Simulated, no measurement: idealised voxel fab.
process module | voxel transistor to metal
cross-section cut | 295 nm wide | cells 5 nm
A cross-section is a grid of square cells, given in bands from the top down. A band is one or more rows of cells.
Each band's line starts with the height of the band's top and of its bottom, in nm. Then come its materials from left to right, each with its width in nm. One material with "throughout" fills the band from edge to edge. "air" is empty space.
Height 0 is the level under which the wafer as received is all one material. The lowest band goes on downwards, as in "0 down".
A width such as "30 to 40" changes by the same amount from each row of cells to the next, from the band's top row to its bottom row.
"no change" after a step means that no cell of the cross-section changed.
closed voids: empty space of 8 cells or more with no open way to the top, each as width x height at its distance from the left edge, in nm
after a step's settings: what the simulator itself notes on the step
overlay nm, on a step with a mask: how far to the right of its planned place the mask lay; to the left if negative
plan
1 op RECEIVE | material Si
2 op CONFORMAL_DEP | material SiO2 | thk nm 5
3 op CONFORMAL_DEP | material SiN | thk nm 10
4 op MASKED_ETCH | tone cover | mask id ACTIVE | width nm 115 | pitch nm 135 | etch materials SiN | depth nm 10 | overlay nm 0
5 op MASKED_ETCH | tone cover | mask id ACTIVE | width nm 115 | pitch nm 135 | etch materials SiO2 | depth nm 5 | overlay nm 0
6 op MASKED_ETCH | tone cover | mask id ACTIVE | width nm 115 | pitch nm 135 | etch materials Si | depth nm 20 | overlay nm 0
7 op FILL_DEP | material SiO2 | thk nm 15
8 op CMP | height nm 15
9 op SELECTIVE_ETCH | etch materials SiO2 | depth nm 10
10 op STRIP | etch materials SiN
11 op SELECTIVE_ETCH | etch materials SiO2 | depth nm 5
12 op OXIDIZE | depth nm 5
13 op DIRECTIONAL_DEP | material polySi | thk nm 30
14 op DIRECTIONAL_DEP | material SiCN | thk nm 15
15 op DIRECTIONAL_DEP | material aC | thk nm 15
16 op PATTERN | tone cover | mask id GATE | material resist | width nm 25 | pitch nm 135 | thk nm 35 | overlay nm 0
17 op DIRECTIONAL_ETCH | etch materials aC | depth nm 15
18 op STRIP | etch materials resist
19 op DIRECTIONAL_ETCH | etch materials SiCN | depth nm 25
20 op DIRECTIONAL_ETCH | etch materials polySi | depth nm 40
21 op STRIP | etch materials aC
22 op CONFORMAL_DEP | material SiO2 | thk nm 5
23 op DIRECTIONAL_ETCH | etch materials SiO2 | depth nm 5
24 op CONFORMAL_DEP | material SiN | thk nm 10
25 op DIRECTIONAL_ETCH | etch materials SiN | depth nm 10
26 op DIRECTIONAL_ETCH | etch materials SiO2 | depth nm 5
27 op DIRECTIONAL_ETCH | etch materials Si | depth nm 10
28 op EPI | material SiGe | thk nm 10
29 op FILL_DEP | material SiO2 | thk nm 5
30 op CMP | height nm 30
31 op STRIP | etch materials polySi
32 op SELECTIVE_ETCH | etch materials SiO2 | depth nm 5
33 op CONFORMAL_DEP | material HfO2 | thk nm 5
34 op CONFORMAL_DEP | material TiN | thk nm 5
35 op FILL_DEP | material W | thk nm 10
36 op CMP | height nm 25
37 op DIRECTIONAL_DEP | material SiO2 | thk nm 10
38 op MASKED_ETCH | tone open | mask id CONTACT | width nm 20 | etch materials SiO2 | depth nm 40 | overlay nm 0
39 op CONFORMAL_DEP | material TiN | thk nm 5
40 op FILL_DEP | material W | thk nm 5
41 op CMP | height nm 35
42 op CONFORMAL_DEP | material SiN | thk nm 5
43 op DIRECTIONAL_DEP | material lowk | thk nm 15
44 op MASKED_ETCH | tone open | mask id METAL_1 | width nm 20 | etch materials lowk | depth nm 15 | overlay nm 0
45 op MASKED_ETCH | tone open | mask id METAL_1 | width nm 20 | etch materials SiN | depth nm 5 | overlay nm 0
46 op CONFORMAL_DEP | material TiN | thk nm 5
47 op FILL_DEP | material Cu | thk nm 10
48 op CMP | height nm 55
49 op CONFORMAL_DEP | material SiCN | thk nm 5
50 op DIRECTIONAL_DEP | material lowk | thk nm 30
51 op DIRECTIONAL_DEP | material aC | thk nm 10
52 op PATTERN | tone open | mask id METAL_2_HOLES | material resist | width nm 15 | pitch nm 135 | thk nm 30 | overlay nm 0
53 op DIRECTIONAL_ETCH | etch materials aC | depth nm 10
54 op STRIP | etch materials resist
55 op DIRECTIONAL_ETCH | etch materials lowk | depth nm 30
56 op STRIP | etch materials aC
57 op PATTERN | tone open | mask id METAL_2 | material resist | width nm 20 | pitch nm 135 | thk nm 15 | overlay nm 0
58 op DIRECTIONAL_ETCH | etch materials lowk | depth nm 15
59 op DIRECTIONAL_ETCH | etch materials SiCN | depth nm 5
60 op STRIP | etch materials resist
61 op CONFORMAL_DEP | material TiN | thk nm 5
62 op FILL_DEP | material Ru | thk nm 10
63 op CMP | height nm 90
64 op CONFORMAL_DEP | material SiCN | thk nm 5
first wafer, as planned
as received, after step 1
  0 down: Si throughout
  closed voids: none
after step 2
  5 to 0: SiO2 throughout
  below 0: unchanged
after step 3
  15 to 5: SiN throughout
  below 5: unchanged
after step 4
  15 to 5: air 20 | SiN 115 | air 20 | SiN 115 | air 25
  below 5: unchanged
after step 5
  15 to 5: air 20 | SiN 115 | air 20 | SiN 115 | air 25
  5 to 0: air 20 | SiO2 115 | air 20 | SiO2 115 | air 25
  below 0: unchanged
after step 6
  15 to 5: air 20 | SiN 115 | air 20 | SiN 115 | air 25
  5 to 0: air 20 | SiO2 115 | air 20 | SiO2 115 | air 25
  0 to -20: air 20 | Si 115 | air 20 | Si 115 | air 25
  below -20: unchanged
after step 7
  30 to 15: SiO2 throughout
  15 to 5: SiO2 20 | SiN 115 | SiO2 20 | SiN 115 | SiO2 25
  5 to 0: SiO2 throughout
  0 to -20: SiO2 20 | Si 115 | SiO2 20 | Si 115 | SiO2 25
  below -20: unchanged
after step 8
  15 to 5: SiO2 20 | SiN 115 | SiO2 20 | SiN 115 | SiO2 25
  below 5: unchanged
after step 9
  15 to 5: air 20 | SiN 115 | air 20 | SiN 115 | air 25
  below 5: unchanged
after step 10
  5 to 0: SiO2 throughout
  below 0: unchanged
after step 11
  0 to -20: SiO2 20 | Si 115 | SiO2 20 | Si 115 | SiO2 25
  below -20: unchanged
after step 12
  0 to -5: SiO2 throughout
  below -5: unchanged
after step 13
  30 to 0: polySi throughout
  below 0: unchanged
after step 14
  45 to 30: SiCN throughout
  below 30: unchanged
after step 15
  60 to 45: aC throughout
  below 45: unchanged
after step 16
  95 to 60: air 65 | resist 25 | air 110 | resist 25 | air 70
  below 60: unchanged
after step 17
  80 to 60: air 65 | resist 25 | air 110 | resist 25 | air 70
  60 to 45: air 65 | aC 25 | air 110 | aC 25 | air 70
  below 45: unchanged
after step 18
  60 to 45: air 65 | aC 25 | air 110 | aC 25 | air 70
  below 45: unchanged
after step 19
  60 to 45: air 65 | aC 25 | air 110 | aC 25 | air 70
  45 to 30: air 65 | SiCN 25 | air 110 | SiCN 25 | air 70
  below 30: unchanged
after step 20
  60 to 45: air 65 | aC 25 | air 110 | aC 25 | air 70
  45 to 30: air 65 | SiCN 25 | air 110 | SiCN 25 | air 70
  30 to 0: air 65 | polySi 25 | air 110 | polySi 25 | air 70
  below 0: unchanged
after step 21
  45 to 30: air 65 | SiCN 25 | air 110 | SiCN 25 | air 70
  below 30: unchanged
after step 22
  50 to 45: air 60 | SiO2 35 | air 100 | SiO2 35 | air 65
  45 to 30: air 60 | SiO2 5 | SiCN 25 | SiO2 5 | air 100 | SiO2 5 | SiCN 25 | SiO2 5 | air 65
  30 to 5: air 60 | SiO2 5 | polySi 25 | SiO2 5 | air 100 | SiO2 5 | polySi 25 | SiO2 5 | air 65
  5 to 0: SiO2 65 | polySi 25 | SiO2 110 | polySi 25 | SiO2 70
  below 0: unchanged
after step 23
  45 to 30: air 60 | SiO2 5 | SiCN 25 | SiO2 5 | air 100 | SiO2 5 | SiCN 25 | SiO2 5 | air 65
  30 to 0: air 60 | SiO2 5 | polySi 25 | SiO2 5 | air 100 | SiO2 5 | polySi 25 | SiO2 5 | air 65
  below 0: unchanged
after step 24
  55 to 45: air 50 | SiN 55 | air 80 | SiN 55 | air 55
  45 to 30: air 50 | SiN 10 | SiO2 5 | SiCN 25 | SiO2 5 | SiN 10 | air 80 | SiN 10 | SiO2 5 | SiCN 25 | SiO2 5 | SiN 10 | air 55
  30 to 10: air 50 | SiN 10 | SiO2 5 | polySi 25 | SiO2 5 | SiN 10 | air 80 | SiN 10 | SiO2 5 | polySi 25 | SiO2 5 | SiN 10 | air 55
  10 to 0: SiN 60 | SiO2 5 | polySi 25 | SiO2 5 | SiN 100 | SiO2 5 | polySi 25 | SiO2 5 | SiN 65
  below 0: unchanged
after step 25
  45 to 30: air 50 | SiN 10 | SiO2 5 | SiCN 25 | SiO2 5 | SiN 10 | air 80 | SiN 10 | SiO2 5 | SiCN 25 | SiO2 5 | SiN 10 | air 55
  30 to 0: air 50 | SiN 10 | SiO2 5 | polySi 25 | SiO2 5 | SiN 10 | air 80 | SiN 10 | SiO2 5 | polySi 25 | SiO2 5 | SiN 10 | air 55
  below 0: unchanged
after step 26
  45 to 40: air 50 | SiN 10 | air 5 | SiCN 25 | air 5 | SiN 10 | air 80 | SiN 10 | air 5 | SiCN 25 | air 5 | SiN 10 | air 55
  40 to 30: air 50 | SiN 10 | SiO2 5 | SiCN 25 | SiO2 5 | SiN 10 | air 80 | SiN 10 | SiO2 5 | SiCN 25 | SiO2 5 | SiN 10 | air 55
  30 to 0: air 50 | SiN 10 | SiO2 5 | polySi 25 | SiO2 5 | SiN 10 | air 80 | SiN 10 | SiO2 5 | polySi 25 | SiO2 5 | SiN 10 | air 55
  0 to -5: air 50 | SiO2 55 | air 80 | SiO2 55 | air 55
  below -5: unchanged
after step 27
  45 to 40: air 50 | SiN 10 | air 5 | SiCN 25 | air 5 | SiN 10 | air 80 | SiN 10 | air 5 | SiCN 25 | air 5 | SiN 10 | air 55
  40 to 30: air 50 | SiN 10 | SiO2 5 | SiCN 25 | SiO2 5 | SiN 10 | air 80 | SiN 10 | SiO2 5 | SiCN 25 | SiO2 5 | SiN 10 | air 55
  30 to 0: air 50 | SiN 10 | SiO2 5 | polySi 25 | SiO2 5 | SiN 10 | air 80 | SiN 10 | SiO2 5 | polySi 25 | SiO2 5 | SiN 10 | air 55
  0 to -5: air 50 | SiO2 55 | air 80 | SiO2 55 | air 55
  -5 to -15: SiO2 20 | air 30 | Si 55 | air 30 | SiO2 20 | air 30 | Si 55 | air 30 | SiO2 25
  below -15: unchanged
after step 28
  45 to 40: air 50 | SiN 10 | air 5 | SiCN 25 | air 5 | SiN 10 | air 80 | SiN 10 | air 5 | SiCN 25 | air 5 | SiN 10 | air 55
  40 to 30: air 50 | SiN 10 | SiO2 5 | SiCN 25 | SiO2 5 | SiN 10 | air 80 | SiN 10 | SiO2 5 | SiCN 25 | SiO2 5 | SiN 10 | air 55
  30 to 5: air 50 | SiN 10 | SiO2 5 | polySi 25 | SiO2 5 | SiN 10 | air 80 | SiN 10 | SiO2 5 | polySi 25 | SiO2 5 | SiN 10 | air 55
  5 to 0: air 40 | SiGe 10 | SiN 10 | SiO2 5 | polySi 25 | SiO2 5 | SiN 10 | SiGe 10 | air 60 | SiGe 10 | SiN 10 | SiO2 5 | polySi 25 | SiO2 5 | SiN 10 | SiGe 10 | air 45
  0 to -5: air 40 | SiGe 10 | SiO2 55 | SiGe 10 | air 60 | SiGe 10 | SiO2 55 | SiGe 10 | air 45
  -5 to -15: SiO2 20 | SiGe 30 | Si 55 | SiGe 30 | SiO2 20 | SiGe 30 | Si 55 | SiGe 30 | SiO2 25
  below -15: unchanged
after step 29
  50 to 45: SiO2 throughout
  45 to 30: SiO2 50 | SiN 10 | SiO2 5 | SiCN 25 | SiO2 5 | SiN 10 | SiO2 80 | SiN 10 | SiO2 5 | SiCN 25 | SiO2 5 | SiN 10 | SiO2 55
  30 to 5: SiO2 50 | SiN 10 | SiO2 5 | polySi 25 | SiO2 5 | SiN 10 | SiO2 80 | SiN 10 | SiO2 5 | polySi 25 | SiO2 5 | SiN 10 | SiO2 55
  5 to 0: SiO2 40 | SiGe 10 | SiN 10 | SiO2 5 | polySi 25 | SiO2 5 | SiN 10 | SiGe 10 | SiO2 60 | SiGe 10 | SiN 10 | SiO2 5 | polySi 25 | SiO2 5 | SiN 10 | SiGe 10 | SiO2 45
  0 to -5: SiO2 40 | SiGe 10 | SiO2 55 | SiGe 10 | SiO2 60 | SiGe 10 | SiO2 55 | SiGe 10 | SiO2 45
  below -5: unchanged
after step 30
  30 to 5: SiO2 50 | SiN 10 | SiO2 5 | polySi 25 | SiO2 5 | SiN 10 | SiO2 80 | SiN 10 | SiO2 5 | polySi 25 | SiO2 5 | SiN 10 | SiO2 55
  below 5: unchanged
after step 31
  30 to 5: SiO2 50 | SiN 10 | SiO2 5 | air 25 | SiO2 5 | SiN 10 | SiO2 80 | SiN 10 | SiO2 5 | air 25 | SiO2 5 | SiN 10 | SiO2 55
  5 to 0: SiO2 40 | SiGe 10 | SiN 10 | SiO2 5 | air 25 | SiO2 5 | SiN 10 | SiGe 10 | SiO2 60 | SiGe 10 | SiN 10 | SiO2 5 | air 25 | SiO2 5 | SiN 10 | SiGe 10 | SiO2 45
  below 0: unchanged
after step 32
  30 to 25: air 50 | SiN 10 | air 35 | SiN 10 | air 80 | SiN 10 | air 35 | SiN 10 | air 55
  25 to 5: SiO2 50 | SiN 10 | air 35 | SiN 10 | SiO2 80 | SiN 10 | air 35 | SiN 10 | SiO2 55
  5 to 0: SiO2 40 | SiGe 10 | SiN 10 | air 35 | SiN 10 | SiGe 10 | SiO2 60 | SiGe 10 | SiN 10 | air 35 | SiN 10 | SiGe 10 | SiO2 45
  0 to -5: SiO2 40 | SiGe 10 | SiO2 10 | air 35 | SiO2 10 | SiGe 10 | SiO2 60 | SiGe 10 | SiO2 10 | air 35 | SiO2 10 | SiGe 10 | SiO2 45
  below -5: unchanged
after step 33
  35 to 30: air 45 | HfO2 20 | air 25 | HfO2 20 | air 70 | HfO2 20 | air 25 | HfO2 20 | air 50
  30 to 25: HfO2 50 | SiN 10 | HfO2 5 | air 25 | HfO2 5 | SiN 10 | HfO2 80 | SiN 10 | HfO2 5 | air 25 | HfO2 5 | SiN 10 | HfO2 55
  25 to 5: SiO2 50 | SiN 10 | HfO2 5 | air 25 | HfO2 5 | SiN 10 | SiO2 80 | SiN 10 | HfO2 5 | air 25 | HfO2 5 | SiN 10 | SiO2 55
  5 to 0: SiO2 40 | SiGe 10 | SiN 10 | HfO2 5 | air 25 | HfO2 5 | SiN 10 | SiGe 10 | SiO2 60 | SiGe 10 | SiN 10 | HfO2 5 | air 25 | HfO2 5 | SiN 10 | SiGe 10 | SiO2 45
  0 to -5: SiO2 40 | SiGe 10 | SiO2 10 | HfO2 35 | SiO2 10 | SiGe 10 | SiO2 60 | SiGe 10 | SiO2 10 | HfO2 35 | SiO2 10 | SiGe 10 | SiO2 45
  below -5: unchanged
after step 34
  40 to 35: air 40 | TiN 30 | air 15 | TiN 30 | air 60 | TiN 30 | air 15 | TiN 30 | air 45
  35 to 30: TiN 45 | HfO2 20 | TiN 5 | air 15 | TiN 5 | HfO2 20 | TiN 70 | HfO2 20 | TiN 5 | air 15 | TiN 5 | HfO2 20 | TiN 50
  30 to 25: HfO2 50 | SiN 10 | HfO2 5 | TiN 5 | air 15 | TiN 5 | HfO2 5 | SiN 10 | HfO2 80 | SiN 10 | HfO2 5 | TiN 5 | air 15 | TiN 5 | HfO2 5 | SiN 10 | HfO2 55
  25 to 5: SiO2 50 | SiN 10 | HfO2 5 | TiN 5 | air 15 | TiN 5 | HfO2 5 | SiN 10 | SiO2 80 | SiN 10 | HfO2 5 | TiN 5 | air 15 | TiN 5 | HfO2 5 | SiN 10 | SiO2 55
  5 to 0: SiO2 40 | SiGe 10 | SiN 10 | HfO2 5 | TiN 25 | HfO2 5 | SiN 10 | SiGe 10 | SiO2 60 | SiGe 10 | SiN 10 | HfO2 5 | TiN 25 | HfO2 5 | SiN 10 | SiGe 10 | SiO2 45
  below 0: unchanged
after step 35
  50 to 40: W throughout
  40 to 35: W 40 | TiN 30 | W 15 | TiN 30 | W 60 | TiN 30 | W 15 | TiN 30 | W 45
  35 to 30: TiN 45 | HfO2 20 | TiN 5 | W 15 | TiN 5 | HfO2 20 | TiN 70 | HfO2 20 | TiN 5 | W 15 | TiN 5 | HfO2 20 | TiN 50
  30 to 25: HfO2 50 | SiN 10 | HfO2 5 | TiN 5 | W 15 | TiN 5 | HfO2 5 | SiN 10 | HfO2 80 | SiN 10 | HfO2 5 | TiN 5 | W 15 | TiN 5 | HfO2 5 | SiN 10 | HfO2 55
  25 to 5: SiO2 50 | SiN 10 | HfO2 5 | TiN 5 | W 15 | TiN 5 | HfO2 5 | SiN 10 | SiO2 80 | SiN 10 | HfO2 5 | TiN 5 | W 15 | TiN 5 | HfO2 5 | SiN 10 | SiO2 55
  below 5: unchanged
after step 36
  25 to 5: SiO2 50 | SiN 10 | HfO2 5 | TiN 5 | W 15 | TiN 5 | HfO2 5 | SiN 10 | SiO2 80 | SiN 10 | HfO2 5 | TiN 5 | W 15 | TiN 5 | HfO2 5 | SiN 10 | SiO2 55
  below 5: unchanged
after step 37
  35 to 25: SiO2 throughout
  below 25: unchanged
after step 38
  35 to 25: SiO2 25 | air 20 | SiO2 65 | air 20 | SiO2 30 | air 20 | SiO2 65 | air 20 | SiO2 30
  25 to 5: SiO2 25 | air 20 | SiO2 5 | SiN 10 | HfO2 5 | TiN 5 | W 15 | TiN 5 | HfO2 5 | SiN 10 | SiO2 5 | air 20 | SiO2 30 | air 20 | SiO2 5 | SiN 10 | HfO2 5 | TiN 5 | W 15 | TiN 5 | HfO2 5 | SiN 10 | SiO2 5 | air 20 | SiO2 30
  5 to 0: SiO2 25 | air 15 | SiGe 10 | SiN 10 | HfO2 5 | TiN 25 | HfO2 5 | SiN 10 | SiGe 10 | air 15 | SiO2 30 | air 15 | SiGe 10 | SiN 10 | HfO2 5 | TiN 25 | HfO2 5 | SiN 10 | SiGe 10 | air 15 | SiO2 30
  0 to -5: SiO2 25 | air 15 | SiGe 10 | SiO2 10 | HfO2 35 | SiO2 10 | SiGe 10 | air 15 | SiO2 30 | air 15 | SiGe 10 | SiO2 10 | HfO2 35 | SiO2 10 | SiGe 10 | air 15 | SiO2 30
  below -5: unchanged
after step 39
  40 to 35: TiN 30 | air 10 | TiN 75 | air 10 | TiN 40 | air 10 | TiN 75 | air 10 | TiN 35
  35 to 25: SiO2 25 | TiN 5 | air 10 | TiN 5 | SiO2 65 | TiN 5 | air 10 | TiN 5 | SiO2 30 | TiN 5 | air 10 | TiN 5 | SiO2 65 | TiN 5 | air 10 | TiN 5 | SiO2 30
  25 to 10: SiO2 25 | TiN 5 | air 10 | TiN 5 | SiO2 5 | SiN 10 | HfO2 5 | TiN 5 | W 15 | TiN 5 | HfO2 5 | SiN 10 | SiO2 5 | TiN 5 | air 10 | TiN 5 | SiO2 30 | TiN 5 | air 10 | TiN 5 | SiO2 5 | SiN 10 | HfO2 5 | TiN 5 | W 15 | TiN 5 | HfO2 5 | SiN 10 | SiO2 5 | TiN 5 | air 10 | TiN 5 | SiO2 30
  10 to 5: SiO2 25 | TiN 5 | air 5 | TiN 10 | SiO2 5 | SiN 10 | HfO2 5 | TiN 5 | W 15 | TiN 5 | HfO2 5 | SiN 10 | SiO2 5 | TiN 10 | air 5 | TiN 5 | SiO2 30 | TiN 5 | air 5 | TiN 10 | SiO2 5 | SiN 10 | HfO2 5 | TiN 5 | W 15 | TiN 5 | HfO2 5 | SiN 10 | SiO2 5 | TiN 10 | air 5 | TiN 5 | SiO2 30
  5 to 0: SiO2 25 | TiN 5 | air 5 | TiN 5 | SiGe 10 | SiN 10 | HfO2 5 | TiN 25 | HfO2 5 | SiN 10 | SiGe 10 | TiN 5 | air 5 | TiN 5 | SiO2 30 | TiN 5 | air 5 | TiN 5 | SiGe 10 | SiN 10 | HfO2 5 | TiN 25 | HfO2 5 | SiN 10 | SiGe 10 | TiN 5 | air 5 | TiN 5 | SiO2 30
  0 to -5: SiO2 25 | TiN 15 | SiGe 10 | SiO2 10 | HfO2 35 | SiO2 10 | SiGe 10 | TiN 15 | SiO2 30 | TiN 15 | SiGe 10 | SiO2 10 | HfO2 35 | SiO2 10 | SiGe 10 | TiN 15 | SiO2 30
  below -5: unchanged
after step 40
  45 to 40: W throughout
  40 to 35: TiN 30 | W 10 | TiN 75 | W 10 | TiN 40 | W 10 | TiN 75 | W 10 | TiN 35
  35 to 25: SiO2 25 | TiN 5 | W 10 | TiN 5 | SiO2 65 | TiN 5 | W 10 | TiN 5 | SiO2 30 | TiN 5 | W 10 | TiN 5 | SiO2 65 | TiN 5 | W 10 | TiN 5 | SiO2 30
  25 to 10: SiO2 25 | TiN 5 | W 10 | TiN 5 | SiO2 5 | SiN 10 | HfO2 5 | TiN 5 | W 15 | TiN 5 | HfO2 5 | SiN 10 | SiO2 5 | TiN 5 | W 10 | TiN 5 | SiO2 30 | TiN 5 | W 10 | TiN 5 | SiO2 5 | SiN 10 | HfO2 5 | TiN 5 | W 15 | TiN 5 | HfO2 5 | SiN 10 | SiO2 5 | TiN 5 | W 10 | TiN 5 | SiO2 30
  10 to 5: SiO2 25 | TiN 5 | W 5 | TiN 10 | SiO2 5 | SiN 10 | HfO2 5 | TiN 5 | W 15 | TiN 5 | HfO2 5 | SiN 10 | SiO2 5 | TiN 10 | W 5 | TiN 5 | SiO2 30 | TiN 5 | W 5 | TiN 10 | SiO2 5 | SiN 10 | HfO2 5 | TiN 5 | W 15 | TiN 5 | HfO2 5 | SiN 10 | SiO2 5 | TiN 10 | W 5 | TiN 5 | SiO2 30
  5 to 0: SiO2 25 | TiN 5 | W 5 | TiN 5 | SiGe 10 | SiN 10 | HfO2 5 | TiN 25 | HfO2 5 | SiN 10 | SiGe 10 | TiN 5 | W 5 | TiN 5 | SiO2 30 | TiN 5 | W 5 | TiN 5 | SiGe 10 | SiN 10 | HfO2 5 | TiN 25 | HfO2 5 | SiN 10 | SiGe 10 | TiN 5 | W 5 | TiN 5 | SiO2 30
  below 0: unchanged
after step 41
  35 to 25: SiO2 25 | TiN 5 | W 10 | TiN 5 | SiO2 65 | TiN 5 | W 10 | TiN 5 | SiO2 30 | TiN 5 | W 10 | TiN 5 | SiO2 65 | TiN 5 | W 10 | TiN 5 | SiO2 30
  below 25: unchanged
after step 42
  40 to 35: SiN throughout
  below 35: unchanged
after step 43
  55 to 40: lowk throughout
  below 40: unchanged
after step 44
  55 to 40: lowk 25 | air 20 | lowk 65 | air 20 | lowk 30 | air 20 | lowk 65 | air 20 | lowk 30
  below 40: unchanged
after step 45
  55 to 40: lowk 25 | air 20 | lowk 65 | air 20 | lowk 30 | air 20 | lowk 65 | air 20 | lowk 30
  40 to 35: SiN 25 | air 20 | SiN 65 | air 20 | SiN 30 | air 20 | SiN 65 | air 20 | SiN 30
  below 35: unchanged
after step 46
  60 to 55: TiN 30 | air 10 | TiN 75 | air 10 | TiN 40 | air 10 | TiN 75 | air 10 | TiN 35
  55 to 40: lowk 25 | TiN 5 | air 10 | TiN 5 | lowk 65 | TiN 5 | air 10 | TiN 5 | lowk 30 | TiN 5 | air 10 | TiN 5 | lowk 65 | TiN 5 | air 10 | TiN 5 | lowk 30
  40 to 35: SiN 25 | TiN 20 | SiN 65 | TiN 20 | SiN 30 | TiN 20 | SiN 65 | TiN 20 | SiN 30
  below 35: unchanged
after step 47
  70 to 60: Cu throughout
  60 to 55: TiN 30 | Cu 10 | TiN 75 | Cu 10 | TiN 40 | Cu 10 | TiN 75 | Cu 10 | TiN 35
  55 to 40: lowk 25 | TiN 5 | Cu 10 | TiN 5 | lowk 65 | TiN 5 | Cu 10 | TiN 5 | lowk 30 | TiN 5 | Cu 10 | TiN 5 | lowk 65 | TiN 5 | Cu 10 | TiN 5 | lowk 30
  below 40: unchanged
after step 48
  55 to 40: lowk 25 | TiN 5 | Cu 10 | TiN 5 | lowk 65 | TiN 5 | Cu 10 | TiN 5 | lowk 30 | TiN 5 | Cu 10 | TiN 5 | lowk 65 | TiN 5 | Cu 10 | TiN 5 | lowk 30
  below 40: unchanged
after step 49
  60 to 55: SiCN throughout
  below 55: unchanged
after step 50
  90 to 60: lowk throughout
  below 60: unchanged
after step 51
  100 to 90: aC throughout
  below 90: unchanged
after step 52
  130 to 100: resist 25 | air 15 | resist 120 | air 15 | resist 120
  below 100: unchanged
after step 53
  120 to 100: resist 25 | air 15 | resist 120 | air 15 | resist 120
  100 to 90: aC 25 | air 15 | aC 120 | air 15 | aC 120
  below 90: unchanged
after step 54
  100 to 90: aC 25 | air 15 | aC 120 | air 15 | aC 120
  below 90: unchanged
after step 55
  100 to 90: aC 25 | air 15 | aC 120 | air 15 | aC 120
  90 to 60: lowk 25 | air 15 | lowk 120 | air 15 | lowk 120
  below 60: unchanged
after step 56
  90 to 60: lowk 25 | air 15 | lowk 120 | air 15 | lowk 120
  below 60: unchanged
after step 57
  105 to 90: resist 25 | air 20 | resist 115 | air 20 | resist 115
  below 90: unchanged
after step 58
  105 to 90: resist 25 | air 20 | resist 115 | air 20 | resist 115
  90 to 75: lowk 25 | air 20 | lowk 115 | air 20 | lowk 115
  below 75: unchanged
after step 59
  105 to 90: resist 25 | air 20 | resist 115 | air 20 | resist 115
  90 to 75: lowk 25 | air 20 | lowk 115 | air 20 | lowk 115
  75 to 60: lowk 25 | air 15 | lowk 120 | air 15 | lowk 120
  60 to 55: SiCN 25 | air 15 | SiCN 120 | air 15 | SiCN 120
  below 55: unchanged
after step 60
  90 to 75: lowk 25 | air 20 | lowk 115 | air 20 | lowk 115
  below 75: unchanged
after step 61
  95 to 90: TiN 30 | air 10 | TiN 125 | air 10 | TiN 120
  90 to 80: lowk 25 | TiN 5 | air 10 | TiN 5 | lowk 115 | TiN 5 | air 10 | TiN 5 | lowk 115
  80 to 75: lowk 25 | TiN 5 | air 5 | TiN 10 | lowk 115 | TiN 5 | air 5 | TiN 10 | lowk 115
  75 to 60: lowk 25 | TiN 5 | air 5 | TiN 5 | lowk 120 | TiN 5 | air 5 | TiN 5 | lowk 120
  60 to 55: SiCN 25 | TiN 15 | SiCN 120 | TiN 15 | SiCN 120
  below 55: unchanged
after step 62
  105 to 95: Ru throughout
  95 to 90: TiN 30 | Ru 10 | TiN 125 | Ru 10 | TiN 120
  90 to 80: lowk 25 | TiN 5 | Ru 10 | TiN 5 | lowk 115 | TiN 5 | Ru 10 | TiN 5 | lowk 115
  80 to 75: lowk 25 | TiN 5 | Ru 5 | TiN 10 | lowk 115 | TiN 5 | Ru 5 | TiN 10 | lowk 115
  75 to 60: lowk 25 | TiN 5 | Ru 5 | TiN 5 | lowk 120 | TiN 5 | Ru 5 | TiN 5 | lowk 120
  below 60: unchanged
after step 63
  90 to 80: lowk 25 | TiN 5 | Ru 10 | TiN 5 | lowk 115 | TiN 5 | Ru 10 | TiN 5 | lowk 115
  below 80: unchanged
after step 64
  95 to 90: SiCN throughout
  below 90: unchanged
second wafer: like start, like plan, one mistake. Through step 48 it matches the first wafer
when step 49 should have ended
  60 to 55: TiN throughout
  below 55: unchanged
when step 50 should have ended
  90 to 60: lowk throughout
  below 60: unchanged
when step 51 should have ended
  100 to 90: aC throughout
  below 90: unchanged
when step 52 should have ended
  130 to 100: resist 25 | air 15 | resist 120 | air 15 | resist 120
  below 100: unchanged
when step 53 should have ended
  120 to 100: resist 25 | air 15 | resist 120 | air 15 | resist 120
  100 to 90: aC 25 | air 15 | aC 120 | air 15 | aC 120
  below 90: unchanged
when step 54 should have ended
  100 to 90: aC 25 | air 15 | aC 120 | air 15 | aC 120
  below 90: unchanged
when step 55 should have ended
  100 to 90: aC 25 | air 15 | aC 120 | air 15 | aC 120
  90 to 60: lowk 25 | air 15 | lowk 120 | air 15 | lowk 120
  below 60: unchanged
when step 56 should have ended
  90 to 60: lowk 25 | air 15 | lowk 120 | air 15 | lowk 120
  below 60: unchanged
when step 57 should have ended
  105 to 90: resist 25 | air 20 | resist 115 | air 20 | resist 115
  below 90: unchanged
when step 58 should have ended
  105 to 90: resist 25 | air 20 | resist 115 | air 20 | resist 115
  90 to 75: lowk 25 | air 20 | lowk 115 | air 20 | lowk 115
  below 75: unchanged
when step 59 should have ended: no change
when step 60 should have ended
  90 to 75: lowk 25 | air 20 | lowk 115 | air 20 | lowk 115
  below 75: unchanged
when step 61 should have ended
  95 to 90: TiN 30 | air 10 | TiN 125 | air 10 | TiN 120
  90 to 80: lowk 25 | TiN 5 | air 10 | TiN 5 | lowk 115 | TiN 5 | air 10 | TiN 5 | lowk 115
  80 to 75: lowk 25 | TiN 5 | air 5 | TiN 10 | lowk 115 | TiN 5 | air 5 | TiN 10 | lowk 115
  75 to 65: lowk 25 | TiN 5 | air 5 | TiN 5 | lowk 120 | TiN 5 | air 5 | TiN 5 | lowk 120
  65 to 60: lowk 25 | TiN 15 | lowk 120 | TiN 15 | lowk 120
  below 60: unchanged
when step 62 should have ended
  105 to 95: Ru throughout
  95 to 90: TiN 30 | Ru 10 | TiN 125 | Ru 10 | TiN 120
  90 to 80: lowk 25 | TiN 5 | Ru 10 | TiN 5 | lowk 115 | TiN 5 | Ru 10 | TiN 5 | lowk 115
  80 to 75: lowk 25 | TiN 5 | Ru 5 | TiN 10 | lowk 115 | TiN 5 | Ru 5 | TiN 10 | lowk 115
  75 to 65: lowk 25 | TiN 5 | Ru 5 | TiN 5 | lowk 120 | TiN 5 | Ru 5 | TiN 5 | lowk 120
  below 65: unchanged
when step 63 should have ended
  90 to 80: lowk 25 | TiN 5 | Ru 10 | TiN 5 | lowk 115 | TiN 5 | Ru 10 | TiN 5 | lowk 115
  below 80: unchanged
when step 64 should have ended
  95 to 90: SiCN throughout
  below 90: unchanged
what went wrong: step 49 ran as: op CONFORMAL_DEP | material TiN | thk nm 5
at the end the second wafer has, in cells: 2 fewer of Ru | 53 fewer of SiCN | 55 more of TiN
